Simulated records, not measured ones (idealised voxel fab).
A process module follows: voxel gate over fins.
Pictured: cross-section cut, 275 nm wide, on a grid of 5 nm square cells.
This document writes a cross-section as a grid whose cells are square, and gives it as bands, listed from the top down; one or more rows of cells form a band.
Heads up on the band format: heights come first, top then bottom, in nm. After that it's the materials left to right, each with its width in nm. A single material flagged "full width" fills the whole band edge to edge, and "blank" means there's empty space there.
Convention: height 0 is the level below which the wafer, as received, is all one material. The lowest band does not terminate at the bottom but continues downward, represented as "0 nm and below".
A width given as "30..40" starts at the first number in the band's top row and ends at the second number in its bottom row, shifting by an equal amount at every step from row to row.
The cross-section has no changed cell in any step marked "no change".
For the entry "Sealed-off cavities", the listed items are empty spaces with no open way to the top whose size is 8 cells or more; each item follows the pattern width x height at distance, where distance is from the left edge and all three are in nm.
after a step's settings: what the simulator itself notes on the step
overlay nm: step with mask; distance mask lay right of planned place; negative value = left of planned place.
Quick note on how to read the rest: it's all pairs. You get the cross-section before a process step and the one after, but the after one only goes down as far as the lowest band that changed. The step in between, with its settings, sits under the pair. Heads up, the pairs can come from different runs of this module on the same starting wafer, so don't assume a pair picks up from the one above unless its "Before this step" entry says it does.
## Before this step
> 10 nm to 5 nm  60 nm blank | 25 nm TiN | 35 nm blank | 25 nm TiN | 35 nm blank | 25 nm TiN | 70 nm blank
> 5 nm to 0 nm  60 nm blank | 5 nm TiN | 15 nm HfO2 | 5 nm TiN | 35 nm blank | 5 nm TiN | 15 nm HfO2 | 5 nm TiN | 35 nm blank | 5 nm TiN | 15 nm HfO2 | 5 nm TiN | 70 nm blank
> 0 nm to -5 nm  60 nm blank | 5 nm TiN | 5 nm HfO2 | 5 nm Si | 5 nm HfO2 | 5 nm TiN | 35 nm blank | 5 nm TiN | 5 nm HfO2 | 5 nm Si | 5 nm HfO2 | 5 nm TiN | 35 nm blank | 5 nm TiN | 5 nm HfO2 | 5 nm Si | 5 nm HfO2 | 5 nm TiN | 70 nm blank
> -5 nm to -10 nm  65 nm TiN | 5 nm HfO2 | 5 nm Si | 5 nm HfO2 | 45 nm TiN | 5 nm HfO2 | 5 nm Si | 5 nm HfO2 | 45 nm TiN | 5 nm HfO2 | 5 nm Si | 5 nm HfO2 | 75 nm TiN
> -10 nm to -15 nm  70 nm HfO2 | 5 nm Si | 55 nm HfO2 | 5 nm Si | 55 nm HfO2 | 5 nm Si | 80 nm HfO2
> -15 nm to -20 nm  70 nm SiO2 | 5 nm Si | 55 nm SiO2 | 5 nm Si | 55 nm SiO2 | 5 nm Si | 80 nm SiO2
> -20 nm to -25 nm  70 nm SiO2 | 5 nm Si | 25 nm SiO2 | 15 nm TiN | 15 nm SiO2 | 5 nm Si | 55 nm SiO2 | 5 nm Si | 80 nm SiO2
> -25 nm to -35 nm  70 nm SiO2 | 5 nm Si | 55 nm SiO2 | 5 nm Si | 55 nm SiO2 | 5 nm Si | 80 nm SiO2
> -35 nm and below  Si full width
> Sealed-off cavities: none
## Step Outcome
> 15 nm to 10 nm  55 nm blank | 35 nm TiAl | 25 nm blank | 35 nm TiAl | 25 nm blank | 35 nm TiAl | 65 nm blank
> 10 nm to 5 nm  55 nm blank | 5 nm TiAl | 25 nm TiN | 5 nm TiAl | 25 nm blank | 5 nm TiAl | 25 nm TiN | 5 nm TiAl | 25 nm blank | 5 nm TiAl | 25 nm TiN | 5 nm TiAl | 65 nm blank
> 5 nm to 0 nm  55 nm blank | 5 nm TiAl | 5 nm TiN | 15 nm HfO2 | 5 nm TiN | 5 nm TiAl | 25 nm blank | 5 nm TiAl | 5 nm TiN | 15 nm HfO2 | 5 nm TiN | 5 nm TiAl | 25 nm blank | 5 nm TiAl | 5 nm TiN | 15 nm HfO2 | 5 nm TiN | 5 nm TiAl | 65 nm blank
> 0 nm to -5 nm  60 nm TiAl | 5 nm TiN | 5 nm HfO2 | 5 nm Si | 5 nm HfO2 | 5 nm TiN | 35 nm TiAl | 5 nm TiN | 5 nm HfO2 | 5 nm Si | 5 nm HfO2 | 5 nm TiN | 35 nm TiAl | 5 nm TiN | 5 nm HfO2 | 5 nm Si | 5 nm HfO2 | 5 nm TiN | 70 nm TiAl
> Below a height of -5, the structure has not been altered.
> Sealed-off cavities: none
Step, pre vs post cross-sections above: CONFORMAL_DEP, material TiAl, thk nm 5
Before this step: just use the after drawing of the pair above as your starting point.
## Step Outcome
> 20 nm to 15 nm  50 nm blank | 45 nm TiN | 15 nm blank | 45 nm TiN | 15 nm blank | 45 nm TiN | 60 nm blank
> 15 nm to 10 nm  50 nm blank | 5 nm TiN | 35 nm TiAl | 5 nm TiN | 15 nm blank | 5 nm TiN | 35 nm TiAl | 5 nm TiN | 15 nm blank | 5 nm TiN | 35 nm TiAl | 5 nm TiN | 60 nm blank
> 10 nm to 5 nm  50 nm blank | 5 nm TiN | 5 nm TiAl | 25 nm TiN | 5 nm TiAl | 5 nm TiN | 15 nm blank | 5 nm TiN | 5 nm TiAl | 25 nm TiN | 5 nm TiAl | 5 nm TiN | 15 nm blank | 5 nm TiN | 5 nm TiAl | 25 nm TiN | 5 nm TiAl | 5 nm TiN | 60 nm blank
> 5 nm to 0 nm  55 nm TiN | 5 nm TiAl | 5 nm TiN | 15 nm HfO2 | 5 nm TiN | 5 nm TiAl | 25 nm TiN | 5 nm TiAl | 5 nm TiN | 15 nm HfO2 | 5 nm TiN | 5 nm TiAl | 25 nm TiN | 5 nm TiAl | 5 nm TiN | 15 nm HfO2 | 5 nm TiN | 5 nm TiAl | 65 nm TiN
> Below a height of 0, the structure has not been altered.
> Sealed-off cavities: none
Step, pre vs post cross-sections above: CONFORMAL_DEP, material TiN, thk nm 5
Before this step: just use the after drawing of the pair above as your starting point.
## Step Outcome
> 35 nm to 20 nm  W full width
> 20 nm to 15 nm  50 nm W | 45 nm TiN | 15 nm W | 45 nm TiN | 15 nm W | 45 nm TiN | 60 nm W
> 15 nm to 10 nm  50 nm W | 5 nm TiN | 35 nm TiAl | 5 nm TiN | 15 nm W | 5 nm TiN | 35 nm TiAl | 5 nm TiN | 15 nm W | 5 nm TiN | 35 nm TiAl | 5 nm TiN | 60 nm W
> 10 nm to 5 nm  50 nm W | 5 nm TiN | 5 nm TiAl | 25 nm TiN | 5 nm TiAl | 5 nm TiN | 15 nm W | 5 nm TiN | 5 nm TiAl | 25 nm TiN | 5 nm TiAl | 5 nm TiN | 15 nm W | 5 nm TiN | 5 nm TiAl | 25 nm TiN | 5 nm TiAl | 5 nm TiN | 60 nm W
> Below a height of 5, the structure has not been altered.
> Sealed-off cavities: none
Step, pre vs post cross-sections above: FILL_DEP, material W, thk nm 15
Before this step: just use the after drawing of the pair above as your starting point.
## Step Outcome
> 30 nm to 20 nm  W full width
> Below a height of 20, the structure has not been altered.
> Sealed-off cavities: none
Step, pre vs post cross-sections above: CMP, height nm 30
Before this step: just use the after drawing of the pair above as your starting point.
## Step Outcome
> 35 nm to 30 nm  SiCN full width
> Below a height of 30, the structure has not been altered.
> Sealed-off cavities: none
Step, pre vs post cross-sections above: CONFORMAL_DEP, material SiCN, thk nm 5
## Before this step
> 10 nm to 0 nm  70 nm SiO2 | 15 nm SiN | 15 nm SiO2 | 15 nm blank | 15 nm SiO2 | 15 nm SiN | 45 nm SiO2 | 15 nm SiN | 70 nm SiO2
> 0 nm to -20 nm  75 nm SiO2 | 5 nm Si | 20 nm SiO2 | 15 nm blank | 20 nm SiO2 | 5 nm Si | 55 nm SiO2 | 5 nm Si | 75 nm SiO2
> -20 nm to -25 nm  75 nm SiO2 | 5 nm Si | 20 nm SiO2 | 15 nm TiN | 20 nm SiO2 | 5 nm Si | 55 nm SiO2 | 5 nm Si | 75 nm SiO2
> -25 nm to -35 nm  75 nm SiO2 | 5 nm Si | 55 nm SiO2 | 5 nm Si | 55 nm SiO2 | 5 nm Si | 75 nm SiO2
> -35 nm and below  Si full width
> Sealed-off cavities: none
## Step Outcome
> 15 nm to 10 nm  HfO2 full width
> 10 nm to 0 nm  70 nm SiO2 | 15 nm SiN | 15 nm SiO2 | 15 nm HfO2 | 15 nm SiO2 | 15 nm SiN | 45 nm SiO2 | 15 nm SiN | 70 nm SiO2
> 0 nm to -20 nm  75 nm SiO2 | 5 nm Si | 20 nm SiO2 | 15 nm HfO2 | 20 nm SiO2 | 5 nm Si | 55 nm SiO2 | 5 nm Si | 75 nm SiO2
> Below a height of -20, the structure has not been altered.
> Sealed-off cavities: none
Step, pre vs post cross-sections above: FILL_DEP, material HfO2, thk nm 5
Before this step: just use the after drawing of the pair above as your starting point.
## Step Outcome
> 10 nm to 0 nm  70 nm SiO2 | 15 nm SiN | 15 nm SiO2 | 15 nm HfO2 | 15 nm SiO2 | 15 nm SiN | 45 nm SiO2 | 15 nm SiN | 70 nm SiO2
> Below a height of 0, the structure has not been altered.
> Sealed-off cavities: none
Step, pre vs post cross-sections above: CMP, height nm 10
Before this step: just use the after drawing of the pair above as your starting point.
## Step Outcome
> 10 nm to 0 nm  70 nm blank | 15 nm SiN | 15 nm blank | 15 nm HfO2 | 15 nm blank | 15 nm SiN | 45 nm blank | 15 nm SiN | 70 nm blank
> 0 nm to -15 nm  75 nm blank | 5 nm Si | 20 nm blank | 15 nm HfO2 | 20 nm blank | 5 nm Si | 55 nm blank | 5 nm Si | 75 nm blank
> Below a height of -15, the structure has not been altered.
> Sealed-off cavities: none
Step, pre vs post cross-sections above: SELECTIVE_ETCH, etch materials SiO2, depth nm 25
Before this step: just use the after drawing of the pair above as your starting point.
## Step Outcome
> 10 nm to 0 nm  100 nm blank | 15 nm HfO2 | 160 nm blank
> Below a height of 0, the structure has not been altered.
> Sealed-off cavities: none
Step, pre vs post cross-sections above: STRIP, etch materials SiN
Before this step: just use the after drawing of the pair above as your starting point.
## Step Outcome
> 15 nm to 5 nm  95 nm blank | 25 nm HfO2 | 155 nm blank
> 5 nm to 0 nm  70 nm blank | 15 nm HfO2 | 10 nm blank | 25 nm HfO2 | 10 nm blank | 15 nm HfO2 | 45 nm blank | 15 nm HfO2 | 70 nm blank
> 0 nm to -10 nm  70 nm blank | 5 nm HfO2 | 5 nm Si | 5 nm HfO2 | 10 nm blank | 25 nm HfO2 | 10 nm blank | 5 nm HfO2 | 5 nm Si | 5 nm HfO2 | 45 nm blank | 5 nm HfO2 | 5 nm Si | 5 nm HfO2 | 70 nm blank
> -10 nm to -15 nm  75 nm HfO2 | 5 nm Si | 55 nm HfO2 | 5 nm Si | 55 nm HfO2 | 5 nm Si | 75 nm HfO2
> Below a height of -15, the structure has not been altered.
> Sealed-off cavities: none
Step, pre vs post cross-sections above: CONFORMAL_DEP, material HfO2, thk nm 5
Before this step: just use the after drawing of the pair above as your starting point.
## Step Outcome
> 20 nm to 15 nm  90 nm blank | 35 nm TiN | 150 nm blank
> 15 nm to 10 nm  90 nm blank | 5 nm TiN | 25 nm HfO2 | 5 nm TiN | 150 nm blank
> 10 nm to 5 nm  65 nm blank | 30 nm TiN | 25 nm HfO2 | 30 nm TiN | 35 nm blank | 25 nm TiN | 65 nm blank
> 5 nm to 0 nm  65 nm blank | 5 nm TiN | 15 nm HfO2 | 10 nm TiN | 25 nm HfO2 | 10 nm TiN | 15 nm HfO2 | 5 nm TiN | 35 nm blank | 5 nm TiN | 15 nm HfO2 | 5 nm TiN | 65 nm blank
> 0 nm to -5 nm  65 nm blank | 5 nm TiN | 5 nm HfO2 | 5 nm Si | 5 nm HfO2 | 10 nm TiN | 25 nm HfO2 | 10 nm TiN | 5 nm HfO2 | 5 nm Si | 5 nm HfO2 | 5 nm TiN | 35 nm blank | 5 nm TiN | 5 nm HfO2 | 5 nm Si | 5 nm HfO2 | 5 nm TiN | 65 nm blank
> -5 nm to -10 nm  70 nm TiN | 5 nm HfO2 | 5 nm Si | 5 nm HfO2 | 10 nm TiN | 25 nm HfO2 | 10 nm TiN | 5 nm HfO2 | 5 nm Si | 5 nm HfO2 | 45 nm TiN | 5 nm HfO2 | 5 nm Si | 5 nm HfO2 | 70 nm TiN
> Below a height of -10, the structure has not been altered.
> Sealed-off cavities: none
Step, pre vs post cross-sections above: CONFORMAL_DEP, material TiN, thk nm 5
Before this step: just use the after drawing of the pair above as your starting point.
## Step Outcome
> 25 nm to 20 nm  85 nm blank | 45 nm TiAl | 145 nm blank
> 20 nm to 15 nm  85 nm blank | 5 nm TiAl | 35 nm TiN | 5 nm TiAl | 145 nm blank
> 15 nm to 10 nm  60 nm blank | 30 nm TiAl | 5 nm TiN | 25 nm HfO2 | 5 nm TiN | 30 nm TiAl | 25 nm blank | 35 nm TiAl | 60 nm blank
> 10 nm to 5 nm  60 nm blank | 5 nm TiAl | 30 nm TiN | 25 nm HfO2 | 30 nm TiN | 5 nm TiAl | 25 nm blank | 5 nm TiAl | 25 nm TiN | 5 nm TiAl | 60 nm blank
> 5 nm to 0 nm  60 nm blank | 5 nm TiAl | 5 nm TiN | 15 nm HfO2 | 10 nm TiN | 25 nm HfO2 | 10 nm TiN | 15 nm HfO2 | 5 nm TiN | 5 nm TiAl | 25 nm blank | 5 nm TiAl | 5 nm TiN | 15 nm HfO2 | 5 nm TiN | 5 nm TiAl | 60 nm blank
> 0 nm to -5 nm  65 nm TiAl | 5 nm TiN | 5 nm HfO2 | 5 nm Si | 5 nm HfO2 | 10 nm TiN | 25 nm HfO2 | 10 nm TiN | 5 nm HfO2 | 5 nm Si | 5 nm HfO2 | 5 nm TiN | 35 nm TiAl | 5 nm TiN | 5 nm HfO2 | 5 nm Si | 5 nm HfO2 | 5 nm TiN | 65 nm TiAl
> Below a height of -5, the structure has not been altered.
> Sealed-off cavities: none
Step, pre vs post cross-sections above: CONFORMAL_DEP, material TiAl, thk nm 5
Before this step: just use the after drawing of the pair above as your starting point.
## Step Outcome
> 30 nm to 25 nm  80 nm blank | 55 nm TiN | 140 nm blank
> 25 nm to 20 nm  80 nm blank | 5 nm TiN | 45 nm TiAl | 5 nm TiN | 140 nm blank
> 20 nm to 15 nm  55 nm blank | 30 nm TiN | 5 nm TiAl | 35 nm TiN | 5 nm TiAl | 30 nm TiN | 15 nm blank | 45 nm TiN | 55 nm blank
> 15 nm to 10 nm  55 nm blank | 5 nm TiN | 30 nm TiAl | 5 nm TiN | 25 nm HfO2 | 5 nm TiN | 30 nm TiAl | 5 nm TiN | 15 nm blank | 5 nm TiN | 35 nm TiAl | 5 nm TiN | 55 nm blank
> 10 nm to 5 nm  55 nm blank | 5 nm TiN | 5 nm TiAl | 30 nm TiN | 25 nm HfO2 | 30 nm TiN | 5 nm TiAl | 5 nm TiN | 15 nm blank | 5 nm TiN | 5 nm TiAl | 25 nm TiN | 5 nm TiAl | 5 nm TiN | 55 nm blank
> 5 nm to 0 nm  60 nm TiN | 5 nm TiAl | 5 nm TiN | 15 nm HfO2 | 10 nm TiN | 25 nm HfO2 | 10 nm TiN | 15 nm HfO2 | 5 nm TiN | 5 nm TiAl | 25 nm TiN | 5 nm TiAl | 5 nm TiN | 15 nm HfO2 | 5 nm TiN | 5 nm TiAl | 60 nm TiN
> Below a height of 0, the structure has not been altered.
> Sealed-off cavities: none
Step, pre vs post cross-sections above: CONFORMAL_DEP, material TiN, thk nm 5
Before this step: just use the after drawing of the pair above as your starting point.
## Step Outcome
> 45 nm to 30 nm  W full width
> 30 nm to 25 nm  80 nm W | 55 nm TiN | 140 nm W
> 25 nm to 20 nm  80 nm W | 5 nm TiN | 45 nm TiAl | 5 nm TiN | 140 nm W
> 20 nm to 15 nm  55 nm W | 30 nm TiN | 5 nm TiAl | 35 nm TiN | 5 nm TiAl | 30 nm TiN | 15 nm W | 45 nm TiN | 55 nm W
> 15 nm to 10 nm  55 nm W | 5 nm TiN | 30 nm TiAl | 5 nm TiN | 25 nm HfO2 | 5 nm TiN | 30 nm TiAl | 5 nm TiN | 15 nm W | 5 nm TiN | 35 nm TiAl | 5 nm TiN | 55 nm W
> 10 nm to 5 nm  55 nm W | 5 nm TiN | 5 nm TiAl | 30 nm TiN | 25 nm HfO2 | 30 nm TiN | 5 nm TiAl | 5 nm TiN | 15 nm W | 5 nm TiN | 5 nm TiAl | 25 nm TiN | 5 nm TiAl | 5 nm TiN | 55 nm W
> Below a height of 5, the structure has not been altered.
> Sealed-off cavities: none
Step, pre vs post cross-sections above: FILL_DEP, material W, thk nm 15
Before this step: just use the after drawing of the pair above as your starting point.
## Step Outcome
> 30 nm to 25 nm  80 nm W | 55 nm TiN | 140 nm W
> Below a height of 25, the structure has not been altered.
> Sealed-off cavities: none
Step, pre vs post cross-sections above: CMP, height nm 30
Before this step: just use the after drawing of the pair above as your starting point.
## Step Outcome
> 35 nm to 30 nm  SiCN full width
> Below a height of 30, the structure has not been altered.
> Sealed-off cavities: none
Step, pre vs post cross-sections above: CONFORMAL_DEP, material SiCN, thk nm 5
## Before this step
> 10 nm to 0 nm  70 nm SiO2 | 15 nm SiN | 45 nm SiO2 | 15 nm SiN | 45 nm SiO2 | 15 nm SiN | 70 nm SiO2
> 0 nm to -35 nm  75 nm SiO2 | 5 nm Si | 55 nm SiO2 | 5 nm Si | 55 nm SiO2 | 5 nm Si | 75 nm SiO2
> -35 nm and below  Si full width
> Sealed-off cavities: none
## Step Outcome
> 10 nm to 0 nm  70 nm blank | 15 nm SiN | 15 nm blank | 15 nm SiO2 | 15 nm blank | 15 nm SiN | 45 nm blank | 15 nm SiN | 70 nm blank
> 0 nm to -25 nm  70 nm blank | 5 nm SiO2 | 5 nm Si | 5 nm SiO2 | 15 nm blank | 15 nm SiO2 | 15 nm blank | 5 nm SiO2 | 5 nm Si | 5 nm SiO2 | 45 nm blank | 5 nm SiO2 | 5 nm Si | 5 nm SiO2 | 70 nm blank
> Below a height of -25, the structure has not been altered.
> Sealed-off cavities: none
Step, pre vs post cross-sections above: MASKED_ETCH, tone cover, mask id RAIL, width nm 15, etch materials SiO2, depth nm 35, overlay nm 0
Before this step: just use the after drawing of the pair above as your starting point.
## Step Outcome
> 15 nm to 10 nm  65 nm blank | 25 nm TiN | 5 nm blank | 25 nm TiN | 5 nm blank | 25 nm TiN | 35 nm blank | 25 nm TiN | 65 nm blank
> 10 nm to 0 nm  65 nm blank | 5 nm TiN | 15 nm SiN | 5 nm TiN | 5 nm blank | 5 nm TiN | 15 nm SiO2 | 5 nm TiN | 5 nm blank | 5 nm TiN | 15 nm SiN | 5 nm TiN | 35 nm blank | 5 nm TiN | 15 nm SiN | 5 nm TiN | 65 nm blank
> 0 nm to -20 nm  65 nm blank | 5 nm TiN | 5 nm SiO2 | 5 nm Si | 5 nm SiO2 | 5 nm TiN | 5 nm blank | 5 nm TiN | 15 nm SiO2 | 5 nm TiN | 5 nm blank | 5 nm TiN | 5 nm SiO2 | 5 nm Si | 5 nm SiO2 | 5 nm TiN | 35 nm blank | 5 nm TiN | 5 nm SiO2 | 5 nm Si | 5 nm SiO2 | 5 nm TiN | 65 nm blank
> -20 nm to -25 nm  70 nm TiN | 5 nm SiO2 | 5 nm Si | 5 nm SiO2 | 15 nm TiN | 15 nm SiO2 | 15 nm TiN | 5 nm SiO2 | 5 nm Si | 5 nm SiO2 | 45 nm TiN | 5 nm SiO2 | 5 nm Si | 5 nm SiO2 | 70 nm TiN
> Below a height of -25, the structure has not been altered.
> Sealed-off cavities: none
Step, pre vs post cross-sections above: CONFORMAL_DEP, material TiN, thk nm 5
Before this step: just use the after drawing of the pair above as your starting point.
## Step Outcome
> 20 nm to 15 nm  W full width
> 15 nm to 10 nm  65 nm W | 25 nm TiN | 5 nm W | 25 nm TiN | 5 nm W | 25 nm TiN | 35 nm W | 25 nm TiN | 65 nm W
> 10 nm to 0 nm  65 nm W | 5 nm TiN | 15 nm SiN | 5 nm TiN | 5 nm W | 5 nm TiN | 15 nm SiO2 | 5 nm TiN | 5 nm W | 5 nm TiN | 15 nm SiN | 5 nm TiN | 35 nm W | 5 nm TiN | 15 nm SiN | 5 nm TiN | 65 nm W
> 0 nm to -20 nm  65 nm W | 5 nm TiN | 5 nm SiO2 | 5 nm Si | 5 nm SiO2 | 5 nm TiN | 5 nm W | 5 nm TiN | 15 nm SiO2 | 5 nm TiN | 5 nm W | 5 nm TiN | 5 nm SiO2 | 5 nm Si | 5 nm SiO2 | 5 nm TiN | 35 nm W | 5 nm TiN | 5 nm SiO2 | 5 nm Si | 5 nm SiO2 | 5 nm TiN | 65 nm W
> Below a height of -20, the structure has not been altered.
> Sealed-off cavities: none
Step, pre vs post cross-sections above: FILL_DEP, material W, thk nm 5
Before this step: just use the after drawing of the pair above as your starting point.
## Step Outcome
> 10 nm to 0 nm  65 nm W | 5 nm TiN | 15 nm SiN | 5 nm TiN | 5 nm W | 5 nm TiN | 15 nm SiO2 | 5 nm TiN | 5 nm W | 5 nm TiN | 15 nm SiN | 5 nm TiN | 35 nm W | 5 nm TiN | 15 nm SiN | 5 nm TiN | 65 nm W
> Below a height of 0, the structure has not been altered.
> Sealed-off cavities: none
Step, pre vs post cross-sections above: CMP, height nm 10
Before this step: just use the after drawing of the pair above as your starting point.
## Step Outcome
> 10 nm to 0 nm  70 nm blank | 15 nm SiN | 15 nm blank | 15 nm SiO2 | 15 nm blank | 15 nm SiN | 45 nm blank | 15 nm SiN | 70 nm blank
> 0 nm to -20 nm  70 nm blank | 5 nm SiO2 | 5 nm Si | 5 nm SiO2 | 15 nm blank | 15 nm SiO2 | 15 nm blank | 5 nm SiO2 | 5 nm Si | 5 nm SiO2 | 45 nm blank | 5 nm SiO2 | 5 nm Si | 5 nm SiO2 | 70 nm blank
> Below a height of -20, the structure has not been altered.
> Sealed-off cavities: none
Step, pre vs post cross-sections above: SELECTIVE_ETCH, etch materials W Ru TiN, depth nm 30
Before this step: just use the after drawing of the pair above as your starting point.
## Step Outcome
> 15 nm to 10 nm  SiO2 full width
> 10 nm to 0 nm  70 nm SiO2 | 15 nm SiN | 45 nm SiO2 | 15 nm SiN | 45 nm SiO2 | 15 nm SiN | 70 nm SiO2
> 0 nm to -20 nm  75 nm SiO2 | 5 nm Si | 55 nm SiO2 | 5 nm Si | 55 nm SiO2 | 5 nm Si | 75 nm SiO2
> Below a height of -20, the structure has not been altered.
> Sealed-off cavities: none
Step, pre vs post cross-sections above: FILL_DEP, material SiO2, thk nm 5
Before this step: just use the after drawing of the pair above as your starting point.
## Step Outcome
> 10 nm to 0 nm  70 nm SiO2 | 15 nm SiN | 45 nm SiO2 | 15 nm SiN | 45 nm SiO2 | 15 nm SiN | 70 nm SiO2
> Below a height of 0, the structure has not been altered.
> Sealed-off cavities: none
Step, pre vs post cross-sections above: CMP, height nm 10
Before this step: just use the after drawing of the pair above as your starting point.
## Step Outcome
> 10 nm to 0 nm  70 nm blank | 15 nm SiN | 45 nm blank | 15 nm SiN | 45 nm blank | 15 nm SiN | 70 nm blank
> 0 nm to -15 nm  75 nm blank | 5 nm Si | 55 nm blank | 5 nm Si | 55 nm blank | 5 nm Si | 75 nm blank
> Below a height of -15, the structure has not been altered.
> Sealed-off cavities: none
Step, pre vs post cross-sections above: SELECTIVE_ETCH, etch materials SiO2, depth nm 25
Before this step: just use the after drawing of the pair above as your starting point.
## Step Outcome
> 0 nm to -15 nm  75 nm blank | 5 nm Si | 55 nm blank | 5 nm Si | 55 nm blank | 5 nm Si | 75 nm blank
> Below a height of -15, the structure has not been altered.
> Sealed-off cavities: none
Step, pre vs post cross-sections above: STRIP, etch materials SiN
Before this step: just use the after drawing of the pair above as your starting point.
## Step Outcome
> 5 nm to 0 nm  70 nm blank | 15 nm HfO2 | 45 nm blank | 15 nm HfO2 | 45 nm blank | 15 nm HfO2 | 70 nm blank
> 0 nm to -10 nm  70 nm blank | 5 nm HfO2 | 5 nm Si | 5 nm HfO2 | 45 nm blank | 5 nm HfO2 | 5 nm Si | 5 nm HfO2 | 45 nm blank | 5 nm HfO2 | 5 nm Si | 5 nm HfO2 | 70 nm blank
> -10 nm to -15 nm  75 nm HfO2 | 5 nm Si | 55 nm HfO2 | 5 nm Si | 55 nm HfO2 | 5 nm Si | 75 nm HfO2
> Below a height of -15, the structure has not been altered.
> Sealed-off cavities: none
Step, pre vs post cross-sections above: CONFORMAL_DEP, material HfO2, thk nm 5
Before this step: just use the after drawing of the pair above as your starting point.
## Step Outcome
> 10 nm to 5 nm  65 nm blank | 25 nm TiN | 35 nm blank | 25 nm TiN | 35 nm blank | 25 nm TiN | 65 nm blank
> 5 nm to 0 nm  65 nm blank | 5 nm TiN | 15 nm HfO2 | 5 nm TiN | 35 nm blank | 5 nm TiN | 15 nm HfO2 | 5 nm TiN | 35 nm blank | 5 nm TiN | 15 nm HfO2 | 5 nm TiN | 65 nm blank
> 0 nm to -5 nm  65 nm blank | 5 nm TiN | 5 nm HfO2 | 5 nm Si | 5 nm HfO2 | 5 nm TiN | 35 nm blank | 5 nm TiN | 5 nm HfO2 | 5 nm Si | 5 nm HfO2 | 5 nm TiN | 35 nm blank | 5 nm TiN | 5 nm HfO2 | 5 nm Si | 5 nm HfO2 | 5 nm TiN | 65 nm blank
> -5 nm to -10 nm  70 nm TiN | 5 nm HfO2 | 5 nm Si | 5 nm HfO2 | 45 nm TiN | 5 nm HfO2 | 5 nm Si | 5 nm HfO2 | 45 nm TiN | 5 nm HfO2 | 5 nm Si | 5 nm HfO2 | 70 nm TiN
> Below a height of -10, the structure has not been altered.
> Sealed-off cavities: none
Step, pre vs post cross-sections above: CONFORMAL_DEP, material TiN, thk nm 5
Before this step: just use the after drawing of the pair above as your starting point.
## Step Outcome
> 15 nm to 10 nm  60 nm blank | 35 nm TiAl | 25 nm blank | 35 nm TiAl | 25 nm blank | 35 nm TiAl | 60 nm blank
> 10 nm to 5 nm  60 nm blank | 5 nm TiAl | 25 nm TiN | 5 nm TiAl | 25 nm blank | 5 nm TiAl | 25 nm TiN | 5 nm TiAl | 25 nm blank | 5 nm TiAl | 25 nm TiN | 5 nm TiAl | 60 nm blank
> 5 nm to 0 nm  60 nm blank | 5 nm TiAl | 5 nm TiN | 15 nm HfO2 | 5 nm TiN | 5 nm TiAl | 25 nm blank | 5 nm TiAl | 5 nm TiN | 15 nm HfO2 | 5 nm TiN | 5 nm TiAl | 25 nm blank | 5 nm TiAl | 5 nm TiN | 15 nm HfO2 | 5 nm TiN | 5 nm TiAl | 60 nm blank
> 0 nm to -5 nm  65 nm TiAl | 5 nm TiN | 5 nm HfO2 | 5 nm Si | 5 nm HfO2 | 5 nm TiN | 35 nm TiAl | 5 nm TiN | 5 nm HfO2 | 5 nm Si | 5 nm HfO2 | 5 nm TiN | 35 nm TiAl | 5 nm TiN | 5 nm HfO2 | 5 nm Si | 5 nm HfO2 | 5 nm TiN | 65 nm TiAl
> Below a height of -5, the structure has not been altered.
> Sealed-off cavities: none
Step, pre vs post cross-sections above: CONFORMAL_DEP, material TiAl, thk nm 5
Before this step: just use the after drawing of the pair above as your starting point.
## Step Outcome
> 20 nm to 15 nm  55 nm blank | 45 nm TiN | 15 nm blank | 45 nm TiN | 15 nm blank | 45 nm TiN | 55 nm blank
> 15 nm to 10 nm  55 nm blank | 5 nm TiN | 35 nm TiAl | 5 nm TiN | 15 nm blank | 5 nm TiN | 35 nm TiAl | 5 nm TiN | 15 nm blank | 5 nm TiN | 35 nm TiAl | 5 nm TiN | 55 nm blank
> 10 nm to 5 nm  55 nm blank | 5 nm TiN | 5 nm TiAl | 25 nm TiN | 5 nm TiAl | 5 nm TiN | 15 nm blank | 5 nm TiN | 5 nm TiAl | 25 nm TiN | 5 nm TiAl | 5 nm TiN | 15 nm blank | 5 nm TiN | 5 nm TiAl | 25 nm TiN | 5 nm TiAl | 5 nm TiN | 55 nm blank
> 5 nm to 0 nm  60 nm TiN | 5 nm TiAl | 5 nm TiN | 15 nm HfO2 | 5 nm TiN | 5 nm TiAl | 25 nm TiN | 5 nm TiAl | 5 nm TiN | 15 nm HfO2 | 5 nm TiN | 5 nm TiAl | 25 nm TiN | 5 nm TiAl | 5 nm TiN | 15 nm HfO2 | 5 nm TiN | 5 nm TiAl | 60 nm TiN
> Below a height of 0, the structure has not been altered.
> Sealed-off cavities: none
Step, pre vs post cross-sections above: CONFORMAL_DEP, material TiN, thk nm 5
Before this step: just use the after drawing of the pair above as your starting point.
## Step Outcome
> 35 nm to 20 nm  W full width
> 20 nm to 15 nm  55 nm W | 45 nm TiN | 15 nm W | 45 nm TiN | 15 nm W | 45 nm TiN | 55 nm W
> 15 nm to 10 nm  55 nm W | 5 nm TiN | 35 nm TiAl | 5 nm TiN | 15 nm W | 5 nm TiN | 35 nm TiAl | 5 nm TiN | 15 nm W | 5 nm TiN | 35 nm TiAl | 5 nm TiN | 55 nm W
> 10 nm to 5 nm  55 nm W | 5 nm TiN | 5 nm TiAl | 25 nm TiN | 5 nm TiAl | 5 nm TiN | 15 nm W | 5 nm TiN | 5 nm TiAl | 25 nm TiN | 5 nm TiAl | 5 nm TiN | 15 nm W | 5 nm TiN | 5 nm TiAl | 25 nm TiN | 5 nm TiAl | 5 nm TiN | 55 nm W
> Below a height of 5, the structure has not been altered.
> Sealed-off cavities: none
Step, pre vs post cross-sections above: FILL_DEP, material W, thk nm 15
Before this step: just use the after drawing of the pair above as your starting point.
## Step Outcome
> 30 nm to 20 nm  W full width
> Below a height of 20, the structure has not been altered.
> Sealed-off cavities: none
Step, pre vs post cross-sections above: CMP, height nm 30
Before this step: just use the after drawing of the pair above as your starting point.
## Step Outcome
> 35 nm to 30 nm  SiCN full width
> Below a height of 30, the structure has not been altered.
> Sealed-off cavities: none
Step, pre vs post cross-sections above: CONFORMAL_DEP, material SiCN, thk nm 5
